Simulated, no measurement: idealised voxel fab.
Documented hereafter: the process module known as voxel wiring stack.
It is cross-section cut that appears here, measuring 255 nm in width, its square cells being 5 nm in size.
Square cells in a grid make up a cross-section in this document, and the grid is given as bands, listed from the top down, each one or more rows of cells. In this notation a band is specified by the heights of its top and bottom, in that order and in nm, after which its materials appear from left to right, each paired with its width in nm. The word "throughout" attached to a single material means that material fills the band from edge to edge; the word "air" stands for empty space. A quick word on heights: they are counted from 0, and under that level the wafer as it came to us is one material throughout. The lowest band is different from the rest in having no bottom; it simply continues downward, written as in "0..down". The two numbers in a width such as "30..40" mark its ends across the band: the first belongs to the top row of cells, the second to the bottom row, and from each row to the next the width moves by the same amount. Basically "everything unchanged" means that step didn't change any cell in the cross-section. Each empty space that has no open way to the top and spans at least 8 cells appears under "Closed voids list" as width x height at distance, the distance counted from the left edge, all in nm. Whatever follows a step's settings on its line is a remark the simulator itself makes about that step. You can add "overlay nm" to a step's line. For a step with a mask, it describes how far the mask lay to the right of its planned position, and a negative number describes a lay to the left.

So here's the lineup of process steps we planned:
step 1: RECEIVE with material Si
step 2: CONFORMAL_DEP with material SiO2, thk nm 15
step 3: CONFORMAL_DEP with material SiN, thk nm 5
step 4: DIRECTIONAL_DEP with material SiO2, thk nm 15
step 5: DIRECTIONAL_DEP with material aC, thk nm 15
step 6: PATTERN with tone open, mask id METAL_1, material resist, width nm 20, pitch nm 35, thk nm 35, overlay nm 0
step 7: DIRECTIONAL_ETCH with etch materials aC, depth nm 15
step 8: STRIP with etch materials resist
step 9: DIRECTIONAL_ETCH with etch materials SiO2, depth nm 15
step 10: DIRECTIONAL_ETCH with etch materials SiN, depth nm 5
step 11: STRIP with etch materials aC
step 12: CONFORMAL_DEP with material TiN, thk nm 5
step 13: FILL_DEP with material W, thk nm 10
step 14: CMP with height nm 35
step 15: CONFORMAL_DEP with material SiCN, thk nm 5
step 16: DIRECTIONAL_DEP with material SiO2, thk nm 15
step 17: PATTERN with tone open, mask id PLUG_1, material resist, width nm 15, pitch nm 70, thk nm 20, overlay nm 0
step 18: DIRECTIONAL_ETCH with etch materials SiO2, depth nm 15
step 19: DIRECTIONAL_ETCH with etch materials SiCN, depth nm 5
step 20: STRIP with etch materials resist
step 21: CONFORMAL_DEP with material TiN, thk nm 5
step 22: FILL_DEP with material Ru, thk nm 10
step 23: CMP with height nm 55
step 24: DIRECTIONAL_DEP with material TiN, thk nm 5
step 25: DIRECTIONAL_DEP with material Ru, thk nm 15
step 26: MASKED_ETCH with tone cover, mask id METAL_2, width nm 20, pitch nm 35, etch materials Ru, depth nm 15, overlay nm 0
step 27: MASKED_ETCH with tone cover, mask id METAL_2, width nm 20, pitch nm 35, etch materials TiN, depth nm 5, overlay nm -15
step 28: FILL_DEP with material SiO2, thk nm 5
step 29: CMP with height nm 75
step 30: CONFORMAL_DEP with material SiCN, thk nm 5
step 31: DIRECTIONAL_DEP with material SiO2, thk nm 30
step 32: DIRECTIONAL_DEP with material aC, thk nm 10
step 33: PATTERN with tone open, mask id METAL_3, material resist, width nm 20, pitch nm 35, thk nm 30, overlay nm 0
step 34: DIRECTIONAL_ETCH with etch materials aC, depth nm 10
step 35: STRIP with etch materials resist
step 36: DIRECTIONAL_ETCH with etch materials SiO2, depth nm 20
step 37: STRIP with etch materials aC
step 38: PATTERN with tone open, mask id METAL_3_HOLES, material resist, width nm 15, pitch nm 70, thk nm 20, overlay nm 0
step 39: DIRECTIONAL_ETCH with etch materials SiO2, depth nm 10
step 40: DIRECTIONAL_ETCH with etch materials SiCN, depth nm 5
step 41: STRIP with etch materials resist
step 42: CONFORMAL_DEP with material TiN, thk nm 5
step 43: FILL_DEP with material Cu, thk nm 5
step 44: CMP with height nm 110
step 45: CONFORMAL_DEP with material SiN, thk nm 5
It is noted that the wafers described herein are identical at the outset and are distinguished by the overlay nm of step 27; the value stated in the plan corresponds to the first wafer.

As received, i.e. after step 1: cross-section through the first of several wafers:
0..down = Si throughout
Closed voids list: none

Below, a row for every wafer. Read it as the end-of-module picture: for each material the wafer shows its cells gained (+) or lost (-) since it was received, and then its closed voids:
overlay nm -15 | +30 Cu | +54 Ru | +90 SiCN | +86 SiN | +751 SiO2 | +138 TiN | +24 W | Closed voids list: none
overlay nm -10 | +30 Cu | +54 Ru | +90 SiCN | +86 SiN | +755 SiO2 | +134 TiN | +24 W | Closed voids list: none
overlay nm -5 | +30 Cu | +54 Ru | +90 SiCN | +86 SiN | +759 SiO2 | +130 TiN | +24 W | Closed voids list: none
overlay nm 0 | +30 Cu | +54 Ru | +90 SiCN | +86 SiN | +763 SiO2 | +126 TiN | +24 W | Closed voids list: none
overlay nm 5 | +30 Cu | +54 Ru | +90 SiCN | +86 SiN | +759 SiO2 | +130 TiN | +24 W | Closed voids list: none
overlay nm 10 | +30 Cu | +54 Ru | +90 SiCN | +86 SiN | +755 SiO2 | +134 TiN | +24 W | Closed voids list: none
overlay nm 15 | +30 Cu | +54 Ru | +90 SiCN | +86 SiN | +751 SiO2 | +138 TiN | +24 W | Closed voids list: none
